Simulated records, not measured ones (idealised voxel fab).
process module | voxel transistor to metal
The figure presents cross-section cut, which has a width of 185 nm and is divided into square cells with an edge length of 5 nm.
Cross-section format: a grid of square cells, given as bands from top to bottom; each band is one or more rows of cells.
A band entry consists of two parts. The first gives the height of the band's top and the height of its bottom, in nm. The rest lists the band's materials from left to right, each with its width in nm. A single material labelled with the word "all across" fills the band from edge to edge, and the word "air" marks empty space.
Beneath 0, the wafer as received is one material, and that level is where height counting begins. The lowest band goes on downward without a bottom; it is written like "0 and below".
A two-number width, for instance "30->40", indicates that the width is equal to the first number in the top row of the band and to the second number in the bottom row, and that it changes by a constant amount per row of cells.
What does "no alterations made" mean for a step? It means no cell of the cross-section changed in that step.
Enclosed voids (no open way to top), threshold 8 cells or more, entry "Closed void table", notation width x height at distance, distance from left edge, nm.
On a step's line, text after the settings is the simulator commenting on that step.
Among the settings permitted on a step's line is "overlay nm"; applied to a step with a mask, it specifies the extent to which the mask lay to the right of its planned position, whereas a negative figure signifies a position to the left.
[Planned process steps]
1 RECEIVE (material Si)
2 OXIDIZE (depth nm 5)
3 CONFORMAL_DEP (material SiN; thk nm 10)
4 MASKED_ETCH (tone cover; mask id ACTIVE; width nm 115; etch materials SiN; depth nm 10; overlay nm 0)
5 MASKED_ETCH (tone cover; mask id ACTIVE; width nm 115; etch materials SiO2; depth nm 5; overlay nm 0)
6 MASKED_ETCH (tone cover; mask id ACTIVE; width nm 115; etch materials Si; depth nm 20; overlay nm 0)
7 OXIDIZE (depth nm 5)
8 FILL_DEP (material SiO2; thk nm 10)
9 CMP (height nm 10)
10 SELECTIVE_ETCH (etch materials SiO2; depth nm 10)
11 STRIP (etch materials SiN)
12 SELECTIVE_ETCH (etch materials SiO2; depth nm 5)
13 OXIDIZE (depth nm 5)
14 DIRECTIONAL_DEP (material polySi; thk nm 25)
15 DIRECTIONAL_DEP (material SiCN; thk nm 15)
16 PATTERN (tone cover; mask id GATE; material resist; width nm 35; thk nm 20; overlay nm 0)
17 DIRECTIONAL_ETCH (etch materials SiCN; depth nm 25)
18 DIRECTIONAL_ETCH (etch materials polySi; depth nm 35)
19 STRIP (etch materials resist)
20 CONFORMAL_DEP (material SiN; thk nm 10)
21 DIRECTIONAL_ETCH (etch materials SiN; depth nm 10)
22 DIRECTIONAL_ETCH (etch materials SiO2; depth nm 5)
23 DIRECTIONAL_ETCH (etch materials Si; depth nm 15)
24 EPI (material SiGe; thk nm 20)
25 FILL_DEP (material SiO2; thk nm 5)
26 CMP (height nm 20)
27 STRIP (etch materials polySi)
28 SELECTIVE_ETCH (etch materials SiO2; depth nm 5)
29 CONFORMAL_DEP (material HfO2; thk nm 5)
30 CONFORMAL_DEP (material TiN; thk nm 5)
31 FILL_DEP (material W; thk nm 10)
32 CMP (height nm 15)
33 DIRECTIONAL_DEP (material SiO2; thk nm 10)
34 PATTERN (tone open; mask id CONTACT; material resist; width nm 20; pitch nm 85; thk nm 20; overlay nm 0)
35 DIRECTIONAL_ETCH (etch materials SiO2; depth nm 30)
36 STRIP (etch materials resist)
37 CONFORMAL_DEP (material TiN; thk nm 5)
38 FILL_DEP (material W; thk nm 10)
39 CMP (height nm 25)
40 DIRECTIONAL_DEP (material TiN; thk nm 5)
41 DIRECTIONAL_DEP (material Ru; thk nm 15)
42 PATTERN (tone cover; mask id METAL_1; material resist; width nm 20; pitch nm 85; thk nm 15; overlay nm 0)
43 DIRECTIONAL_ETCH (etch materials Ru; depth nm 15)
44 DIRECTIONAL_ETCH (etch materials TiN; depth nm 5)
45 STRIP (etch materials resist)
46 CONFORMAL_DEP (material SiCN; thk nm 5)
47 FILL_DEP (material lowk; thk nm 5)
48 CMP (height nm 45)
49 CONFORMAL_DEP (material SiCN; thk nm 5)
50 DIRECTIONAL_DEP (material lowk; thk nm 35)
51 MASKED_ETCH (tone open; mask id METAL_2_HOLES; width nm 15; pitch nm 85; etch materials lowk; depth nm 35; overlay nm 0)
52 PATTERN (tone open; mask id METAL_2; material resist; width nm 20; pitch nm 85; thk nm 15; overlay nm 0)
53 DIRECTIONAL_ETCH (etch materials lowk; depth nm 20)
54 DIRECTIONAL_ETCH (etch materials SiCN; depth nm 5)
55 STRIP (etch materials resist)
56 CONFORMAL_DEP (material TiN; thk nm 5)
57 FILL_DEP (material Cu; thk nm 5)
58 CMP (height nm 85)
59 CONFORMAL_DEP (material SiCN; thk nm 5)
[Here's what the wafer looked like in cross-section when it arrived - that's after step 1]
> 0 and below = Si all across
> Closed void table: none
[Looking at the first of two wafers in cross-section at end of module - ran to plan]
> 90 down to 85 = SiCN all across
> 85 down to 70 = lowk 40  TiN 5  Cu 10  TiN 5  lowk 65  TiN 5  Cu 10  TiN 5  lowk 40
> 70 down to 65 = lowk 40  TiN 5  Cu 5  TiN 10  lowk 65  TiN 5  Cu 5  TiN 10  lowk 40
> 65 down to 50 = lowk 40  TiN 5  Cu 5  TiN 5  lowk 70  TiN 5  Cu 5  TiN 5  lowk 45
> 50 down to 45 = SiCN 40  TiN 15  SiCN 70  TiN 15  SiCN 45
> 45 down to 30 = lowk 35  SiCN 5  Ru 20  SiCN 5  lowk 55  SiCN 5  Ru 20  SiCN 5  lowk 35
> 30 down to 25 = SiCN 40  TiN 20  SiCN 65  TiN 20  SiCN 40
> 25 down to 15 = SiO2 40  TiN 5  W 10  TiN 5  SiO2 65  TiN 5  W 10  TiN 5  SiO2 40
> 15 down to 10 = SiO2 40  TiN 20  SiO2 5  SiN 10  HfO2 5  TiN 5  W 15  TiN 5  HfO2 5  SiN 10  SiO2 5  TiN 20  SiO2 40
> 10 down to 0 = SiO2 40  TiN 5  SiGe 20  SiN 10  HfO2 5  TiN 5  W 15  TiN 5  HfO2 5  SiN 10  SiGe 20  TiN 5  SiO2 40
> 0 down to -5 = SiO2 40  TiN 5  SiGe 20  SiN 10  HfO2 5  TiN 25  HfO2 5  SiN 10  SiGe 20  TiN 5  SiO2 40
> -5 down to -10 = SiO2 35  SiGe 30  SiO2 5  HfO2 45  SiO2 5  SiGe 30  SiO2 35
> -10 down to -25 = SiO2 40  SiGe 25  Si 55  SiGe 25  SiO2 40
> -25 down to -30 = SiO2 40  Si 105  SiO2 40
> -30 and below = Si all across
> Closed void table: none
[Module end: cross-section of wafer two of two. Same start and process plan as the first wafer. One mistake during execution]
> 90 down to 85 = SiCN all across
> 85 down to 70 = lowk 40  TiN 5  Cu 10  TiN 5  lowk 65  TiN 5  Cu 10  TiN 5  lowk 40
> 70 down to 65 = lowk 40  TiN 5  Cu 5  TiN 10  lowk 65  TiN 5  Cu 5  TiN 10  lowk 40
> 65 down to 50 = lowk 40  TiN 5  Cu 5  TiN 5  lowk 70  TiN 5  Cu 5  TiN 5  lowk 45
> 50 down to 45 = SiCN 40  TiN 15  SiCN 70  TiN 15  SiCN 45
> 45 down to 30 = lowk 35  SiCN 5  Ru 20  SiCN 5  lowk 55  SiCN 5  Ru 20  SiCN 5  lowk 35
> 30 down to 25 = SiCN 40  TiN 20  SiCN 65  TiN 20  SiCN 40
> 25 down to 20 = TiN 45  W 10  TiN 75  W 10  TiN 45
> 20 down to 15 = SiO2 40  TiN 5  W 10  TiN 5  SiO2 65  TiN 5  W 10  TiN 5  SiO2 40
> 15 down to 10 = SiO2 40  TiN 20  SiO2 5  SiN 10  HfO2 5  TiN 5  W 15  TiN 5  HfO2 5  SiN 10  SiO2 5  TiN 20  SiO2 40
> 10 down to 0 = SiO2 40  TiN 5  SiGe 20  SiN 10  HfO2 5  TiN 5  W 15  TiN 5  HfO2 5  SiN 10  SiGe 20  TiN 5  SiO2 40
> 0 down to -5 = SiO2 40  TiN 5  SiGe 20  SiN 10  HfO2 5  TiN 25  HfO2 5  SiN 10  SiGe 20  TiN 5  SiO2 40
> -5 down to -10 = SiO2 35  SiGe 30  SiO2 5  HfO2 45  SiO2 5  SiGe 30  SiO2 35
> -10 down to -25 = SiO2 40  SiGe 25  Si 55  SiGe 25  SiO2 40
> -25 down to -30 = SiO2 40  Si 105  SiO2 40
> -30 and below = Si all across
> Closed void table: none
Diagnosis: step 33 ran differently from the plan; actual operation with settings: DIRECTIONAL_DEP (material SiO2; thk nm 5)
Bottom line after processing is that, in cells, the second wafer is up or down on some materials versus the first: 29 fewer of SiO2; 29 more of TiN
